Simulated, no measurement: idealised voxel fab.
The process module presented herein is designated voxel tone inversion.
Xsec cut, 150 nm wide, square cell size 5 nm.
The cross-sections in this document take the form of a grid made of square cells. They are written out as bands, in order from top to bottom. Each band consists of one or more rows of cells.
Within each band entry, the heights of the top and of the bottom of the band appear first, in that order and in nm; the materials of the band then follow from left to right, each with its corresponding width in nm. The designation "edge to edge" on a single material indicates that it fills the band from edge to edge; the designation "air" indicates empty space.
All heights in this document are referenced to 0, defined as the level beneath which the wafer, as received, consists entirely of one material. The lowest band is not bounded below; it extends indefinitely downward and is written in the form "0..down".
Graded width ("30 to 40"): value in top row of band = first number; value in bottom row = second number; row-to-row change constant.
What does "no change" mean for a step? It means no cell of the cross-section changed in that step.
What "Listed closed voids" gives you is every empty space of 8 cells or more that is cut off from the top. Each appears as width x height at distance, with the distance taken from the left edge and width, height and distance all in nm.
What comes after the settings on a step's line is commentary from the simulator itself on that step.
overlay nm: how far to the right of its planned place the mask lay on this masked step (negative: to the left).

**Steps planned for the process**
1. RECEIVE [material Si]
2. CONFORMAL_DEP [material SiN] [thk nm 5]
3. DIRECTIONAL_DEP [material aC] [thk nm 15]
4. PATTERN [tone cover] [mask id POSTS] [material resist] [width nm 25] [pitch nm 40] [thk nm 25] [overlay nm 0]
5. DIRECTIONAL_ETCH [etch materials aC] [depth nm 15]
6. STRIP [etch materials resist]
7. FILL_DEP [material SiO2] [thk nm 10]
8. CMP [height nm 20]
9. STRIP [etch materials aC]

**first wafer, as planned**

**as received, after step 1**
	0..down: Si edge to edge
	Listed closed voids: none

**After step 2, in cross-section**
	5..0: SiN edge to edge
	Lower than 0, everything is as it was.

**After step 3, in cross-section**
	20..5: aC edge to edge
	Lower than 5, everything is as it was.

**After step 4, in cross-section**
	45..20: air 40  resist 25  air 15  resist 25  air 45
	Lower than 20, everything is as it was.

**After step 5, in cross-section**
	30..20: air 40  resist 25  air 15  resist 25  air 45
	20..5: air 40  aC 25  air 15  aC 25  air 45
	Lower than 5, everything is as it was.

**After step 6, in cross-section**
	20..5: air 40  aC 25  air 15  aC 25  air 45
	Lower than 5, everything is as it was.

**After step 7, in cross-section**
	30..20: SiO2 edge to edge
	20..5: SiO2 40  aC 25  SiO2 15  aC 25  SiO2 45
	Lower than 5, everything is as it was.

**After step 8, in cross-section**
	20..5: SiO2 40  aC 25  SiO2 15  aC 25  SiO2 45
	Lower than 5, everything is as it was.

**After step 9, in cross-section**
	20..5: SiO2 40  air 25  SiO2 15  air 25  SiO2 45
	Lower than 5, everything is as it was.

**The second wafer began exactly as the first did and followed the same plan, but one mistake was made while running it; through step 1 inclusive, the two wafers are identical**

Look at the second wafer in cross-section at the time step 2 ought to have finished: no change

**Look at the second wafer in cross-section at the time step 3 ought to have finished**
	15..0: aC edge to edge
	Lower than 0, everything is as it was.

**Look at the second wafer in cross-section at the time step 4 ought to have finished**
	40..15: air 40  resist 25  air 15  resist 25  air 45
	Lower than 15, everything is as it was.

**Look at the second wafer in cross-section at the time step 5 ought to have finished**
	25..15: air 40  resist 25  air 15  resist 25  air 45
	15..0: air 40  aC 25  air 15  aC 25  air 45
	Lower than 0, everything is as it was.

**Look at the second wafer in cross-section at the time step 6 ought to have finished**
	15..0: air 40  aC 25  air 15  aC 25  air 45
	Lower than 0, everything is as it was.

**Look at the second wafer in cross-section at the time step 7 ought to have finished**
	25..15: SiO2 edge to edge
	15..0: SiO2 40  aC 25  SiO2 15  aC 25  SiO2 45
	Lower than 0, everything is as it was.

**Look at the second wafer in cross-section at the time step 8 ought to have finished**
	20..15: SiO2 edge to edge
	Lower than 15, everything is as it was.

Look at the second wafer in cross-section at the time step 9 ought to have finished: no change
Diagnosis: step 2 of the plan was bypassed and not carried out
Wrapping up, a cell-based count of both wafers puts the second over or under the first for these materials: SiN -30; SiO2 +30; aC +30
